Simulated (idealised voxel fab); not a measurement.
This section sets out a process module, namely voxel tone inversion.
255 nm wide, 5 nm square cells: that's cross-section cut.
We lay out every cross-section as a grid of square cells and spell it out in bands from the top down, where one band means one or more rows of cells.
Band: top and bottom heights (nm) first, top before bottom; then materials from left to right, widths in nm. "all across" marks a sole material filling the band edge to edge. "empty" denotes empty space.
Heights are expressed relative to 0, this being the level below which the as-received wafer comprises one material exclusively. The lowest band is unbounded in the downward direction and is denoted as in "0 nm and below".
Graded width ("30 to 40"): value in top row of band = first number; value in bottom row = second number; row-to-row change constant.
You'll sometimes find "identical to before" written for a step, and that's the way of saying that nowhere in the cross-section did a cell change during that step.
In the "Closed internal voids" entry, you get each enclosed empty space of 8 cells or more, one with no open way to the top, written width x height at distance, distance from the left edge, in nm.
That trailing text on a step's line, after the settings, is the simulator's own remark on the step.
overlay nm: step with mask; distance mask lay right of planned place; negative value = left of planned place.

**Planned process steps**
1,RECEIVE,material Si
2,CONFORMAL_DEP,material SiN,thk nm 5
3,DIRECTIONAL_DEP,material polySi,thk nm 15
4,PATTERN,tone cover,mask id POSTS,material resist,width nm 25,pitch nm 40,thk nm 25,overlay nm 0
5,DIRECTIONAL_ETCH,etch materials polySi,depth nm 15
6,STRIP,etch materials resist
7,FILL_DEP,material lowk,thk nm 5
8,CMP,height nm 20
9,STRIP,etch materials polySi
10,CONFORMAL_DEP,material TiN,thk nm 5
11,FILL_DEP,material Cu,thk nm 10
12,CMP,height nm 10
13,CONFORMAL_DEP,material SiN,thk nm 5
Every wafer here starts from the same state; it is the step 12 height nm that distinguishes them, and the value the plan gives belongs to the first wafer.

**Sectional view: first of several wafers, as received, after step 1**
	0 nm and below  Si all across
	Closed internal voids: none

**Each row below is a wafer at the end of the module, listing for every material the number of cells it has gained (+) or lost (-) since it was received, followed by its closed voids**
height nm 10; +102 SiN; +10 TiN; +41 lowk; Closed internal voids: none
height nm 15; +6 Cu; +102 SiN; +14 TiN; +82 lowk; Closed internal voids: none
height nm 20; +12 Cu; +102 SiN; +18 TiN; +123 lowk; Closed internal voids: none
height nm 25; +18 Cu; +102 SiN; +63 TiN; +123 lowk; Closed internal voids: none
height nm 30; +69 Cu; +102 SiN; +63 TiN; +123 lowk; Closed internal voids: none
height nm 35; +120 Cu; +102 SiN; +63 TiN; +123 lowk; Closed internal voids: none
